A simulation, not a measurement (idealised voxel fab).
process module | voxel double patterning
cross-section cut | 230 nm wide | cells 5 nm
A cross-section is a grid of square cells, given in bands from the top down. A band is one or more rows of cells.
Each band's line starts with the height of the band's top and of its bottom, in nm. Then come its materials from left to right, each with its width in nm. One material with "throughout" fills the band from edge to edge. "air" is empty space.
Height 0 is the level under which the wafer as received is all one material. The lowest band goes on downwards, as in "0 down".
A width such as "30 to 40" changes by the same amount from each row of cells to the next, from the band's top row to its bottom row.
"no change" after a step means that no cell of the cross-section changed.
closed voids: empty space of 8 cells or more with no open way to the top, each as width x height at its distance from the left edge, in nm
after a step's settings: what the simulator itself notes on the step
overlay nm, on a step with a mask: how far to the right of its planned place the mask lay; to the left if negative
plan
1 op RECEIVE | material Si
2 op CONFORMAL_DEP | material SiN | thk nm 5
3 op DIRECTIONAL_DEP | material SiO2 | thk nm 15
4 op DIRECTIONAL_DEP | material SiCN | thk nm 10
5 op PATTERN | tone open | mask id FIRST | material resist | width nm 15 | pitch nm 50 | thk nm 15 | overlay nm 0
6 op DIRECTIONAL_ETCH | etch materials SiCN | depth nm 10
7 op STRIP | etch materials resist
8 op PATTERN | tone open | mask id SECOND | material resist | width nm 15 | pitch nm 50 | thk nm 20 | overlay nm -15
9 op DIRECTIONAL_ETCH | etch materials SiCN | depth nm 10
10 op STRIP | etch materials resist
11 op DIRECTIONAL_ETCH | etch materials SiO2 | depth nm 15
12 op STRIP | etch materials SiCN
varied across the wafers: overlay nm of step 8. The plan shows the first wafer's value. All wafers start alike
first wafer as received, after step 1
  0 down: Si throughout
  closed voids: none
first wafer at the end, after step 12
  20 to 5: SiO2 55 | air 25 | SiO2 25 | air 25 | SiO2 25 | air 15 | SiO2 60
  5 to 0: SiN throughout
  0 down: Si throughout
  closed voids: none
last wafer at the end
  20 to 5: SiO2 55 | air 15 | SiO2 25 | air 25 | SiO2 25 | air 25 | SiO2 60
  5 to 0: SiN throughout
  0 down: Si throughout
  closed voids: none
each wafer at the end: cells of each material gained (+) or lost (-) since it was received, then its closed voids
overlay nm -15 | +46 SiN | +99 SiO2 | closed voids: none
overlay nm -10 | +46 SiN | +93 SiO2 | closed voids: none
overlay nm -5 | +46 SiN | +93 SiO2 | closed voids: none
overlay nm 0 | +46 SiN | +93 SiO2 | closed voids: none
overlay nm 5 | +46 SiN | +93 SiO2 | closed voids: none
overlay nm 10 | +46 SiN | +93 SiO2 | closed voids: none
overlay nm 15 | +46 SiN | +99 SiO2 | closed voids: none
